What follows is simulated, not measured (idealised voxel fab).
Proc. module: voxel tone inversion
The width of the displayed cross-section, cut, is 245 nm; its cells are square, with a size of 5 nm.
When this document writes out a cross-section, it uses a grid of square cells and lists it as bands, beginning at the top and moving down, with a band standing for one or more rows of cells. Each band's line starts with the height of the band's top and of its bottom, in nm. Then come its materials from left to right, each with its width in nm. One material with "all across" fills the band from edge to edge. "empty" is empty space. Beneath 0, the wafer as received is one material, and that level is where height counting begins. The lowest band goes on downward without a bottom; it is written like "top 0, no bottom". With a width like "30..40", each row of cells in the band differs from the next by the same amount, the top row carrying the first number and the bottom row the second. For the purposes of this document, the phrase "no alteration" attached to a step denotes that no cell within the cross-section was modified by that step. Entry "closed voids" = empty spaces >= 8 cells with no open way to the top; each as width x height at distance, distance from left edge, all nm. On a step's line, text after the settings is the simulator commenting on that step. Among the settings permitted on a step's line is "overlay nm"; applied to a step with a mask, it specifies the extent to which the mask lay to the right of its planned position, whereas a negative figure signifies a position to the left.
## The process steps that were planned are listed below
step 1: RECEIVE [material Si]
step 2: CONFORMAL_DEP [material SiCN] [thk nm 5]
step 3: DIRECTIONAL_DEP [material polySi] [thk nm 15]
step 4: PATTERN [tone cover] [mask id POSTS] [material resist] [width nm 20] [pitch nm 45] [thk nm 20] [overlay nm 0]
step 5: DIRECTIONAL_ETCH [etch materials polySi] [depth nm 15]
step 6: STRIP [etch materials resist]
step 7: FILL_DEP [material lowk] [thk nm 5]
step 8: CMP [height nm 20]
step 9: STRIP [etch materials polySi]
## As-received state of the wafer in cross-section, equivalent to post-step 1
    top 0, no bottom: Si all across
    closed voids: none
## Module complete, cross-section. Starting point and plan per above. One mistake made in running the module
    top 20, bottom 15: lowk all across
    top 15, bottom 0: lowk (45) / polySi (20) / lowk (25) / polySi (20) / lowk (25) / polySi (20) / lowk (25) / polySi (20) / lowk (45)
    top 0, no bottom: Si all across
    closed voids: none
Plan not followed: step 2 of the plan did not run at all; it was left out
